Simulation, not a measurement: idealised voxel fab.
voxel gate over fins: a process module
Cross-sectional view cut (width: 170 nm; square cell size: 5 nm).
Throughout this document, each cross-section is represented as a grid of square cells and is presented as a sequence of bands enumerated from the top downward, where a band comprises one or more rows of cells.
Basically the band line says how high the top is and how high the bottom is, in nm, and then what's in it from left to right, every material with its width in nm. Empty space shows up as "blank", and if a single material carries "everywhere" it runs the full band edge to edge.
Basically, 0 is our baseline, since under it the wafer straight out of the box is all one material. The bottom band has no lower end and keeps on going down, so it looks like "z 0 and below".
Per-row width for "30..40": begins at first number (top row of band), ends at second number (bottom row), increment between rows held constant.
What does "no modification" mean for a step? It means no cell of the cross-section changed in that step.
Listed in "Enclosed voids": every empty space of 8 or more cells without an open way to the top. Form: width x height at distance, the distance being from the left edge, all in nm.
On a step's line, text after the settings is the simulator commenting on that step.
A step line may carry the setting "overlay nm", which, for steps involving a mask, states the distance by which the mask lay to the right of its intended position; negative values denote displacement to the left.
## The following list gives the planned process steps
1,op RECEIVE | material Si
2,op CONFORMAL_DEP | material SiN | thk nm 5
3,op DIRECTIONAL_DEP | material aC | thk nm 10
4,op PATTERN | tone cover | mask id FINS | material resist | width nm 15 | pitch nm 55 | thk nm 30 | overlay nm 0
5,op DIRECTIONAL_ETCH | etch materials aC | depth nm 10
6,op STRIP | etch materials resist
7,op DIRECTIONAL_ETCH | etch materials SiN | depth nm 5
8,op DIRECTIONAL_ETCH | etch materials Si | depth nm 30
9,op STRIP | etch materials aC
10,op OXIDIZE | depth nm 5
11,op FILL_DEP | material SiO2 | thk nm 5
12,op CMP | height nm 5
13,op MASKED_ETCH | tone open | mask id RAIL | width nm 15 | etch materials SiO2 | depth nm 30 | overlay nm 0
14,op CONFORMAL_DEP | material TiN | thk nm 5
15,op FILL_DEP | material W | thk nm 5
16,op CMP | height nm 5
17,op SELECTIVE_ETCH | etch materials W Ru TiN | depth nm 25
18,op FILL_DEP | material SiO2 | thk nm 5
19,op CMP | height nm 5
20,op SELECTIVE_ETCH | etch materials SiO2 | depth nm 20
21,op STRIP | etch materials SiN
22,op CONFORMAL_DEP | material HfO2 | thk nm 5
23,op CONFORMAL_DEP | material TiN | thk nm 5
24,op FILL_DEP | material W | thk nm 15
25,op CMP | height nm 20
26,op CONFORMAL_DEP | material SiN | thk nm 10
The wafers are alike at the start. At step 23, their thk nm differs. The plan lists the first wafer's value.
## Received wafers, first of several: cross-section after step 1
- z 0 and below  Si everywhere
- Enclosed voids: none
## Depicted here is the first of several wafers in cross-section, at module completion following the last step, step 26
- z 30 to 20  SiN everywhere
- z 20 to 10  W everywhere
- z 10 to 5  W (15)  TiN (25)  W (30)  TiN (25)  W (30)  TiN (25)  W (20)
- z 5 to 0  W (15)  TiN (5)  HfO2 (15)  TiN (5)  W (30)  TiN (5)  HfO2 (15)  TiN (5)  W (30)  TiN (5)  HfO2 (15)  TiN (5)  W (20)
- z 0 to -5  W (15)  TiN (5)  HfO2 (5)  Si (5)  HfO2 (5)  TiN (5)  W (30)  TiN (5)  HfO2 (5)  Si (5)  HfO2 (5)  TiN (5)  W (30)  TiN (5)  HfO2 (5)  Si (5)  HfO2 (5)  TiN (5)  W (20)
- z -5 to -10  TiN (20)  HfO2 (5)  Si (5)  HfO2 (5)  TiN (40)  HfO2 (5)  Si (5)  HfO2 (5)  TiN (40)  HfO2 (5)  Si (5)  HfO2 (5)  TiN (25)
- z -10 to -15  HfO2 (25)  Si (5)  HfO2 (50)  Si (5)  HfO2 (50)  Si (5)  HfO2 (30)
- z -15 to -20  SiO2 (25)  Si (5)  SiO2 (50)  Si (5)  SiO2 (50)  Si (5)  SiO2 (30)
- z -20 to -25  SiO2 (25)  Si (5)  SiO2 (15)  TiN (15)  SiO2 (20)  Si (5)  SiO2 (50)  Si (5)  SiO2 (30)
- z -25 to -35  SiO2 (25)  Si (5)  SiO2 (50)  Si (5)  SiO2 (50)  Si (5)  SiO2 (30)
- z -35 and below  Si everywhere
- Enclosed voids: none
## Module end, final wafer: cross-section
- z 30 to 20  SiN everywhere
- z 20 to 10  TiN (165)  W (5)
- z 10 to 5  TiN everywhere
- z 5 to 0  TiN (20)  HfO2 (15)  TiN (40)  HfO2 (15)  TiN (40)  HfO2 (15)  TiN (25)
- z 0 to -10  TiN (20)  HfO2 (5)  Si (5)  HfO2 (5)  TiN (40)  HfO2 (5)  Si (5)  HfO2 (5)  TiN (40)  HfO2 (5)  Si (5)  HfO2 (5)  TiN (25)
- z -10 to -15  HfO2 (25)  Si (5)  HfO2 (50)  Si (5)  HfO2 (50)  Si (5)  HfO2 (30)
- z -15 to -20  SiO2 (25)  Si (5)  SiO2 (50)  Si (5)  SiO2 (50)  Si (5)  SiO2 (30)
- z -20 to -25  SiO2 (25)  Si (5)  SiO2 (15)  TiN (15)  SiO2 (20)  Si (5)  SiO2 (50)  Si (5)  SiO2 (30)
- z -25 to -35  SiO2 (25)  Si (5)  SiO2 (50)  Si (5)  SiO2 (50)  Si (5)  SiO2 (30)
- z -35 and below  Si everywhere
- Enclosed voids: none
## Below is a per-wafer table. In it, each row describes the wafer at the end of the module by giving, for each material, the number of cells gained (+) or lost (-) since the wafer was received, and after that the closed voids of the wafer
thk nm 5; +52 HfO2; -217 Si; +68 SiN; +121 SiO2; +55 TiN; +125 W; Enclosed voids: none
thk nm 10; +52 HfO2; -217 Si; +68 SiN; +121 SiO2; +107 TiN; +73 W; Enclosed voids: none
thk nm 15; +52 HfO2; -217 Si; +68 SiN; +121 SiO2; +159 TiN; +21 W; Enclosed voids: none
thk nm 20; +52 HfO2; -217 Si; +68 SiN; +121 SiO2; +178 TiN; +2 W; Enclosed voids: none
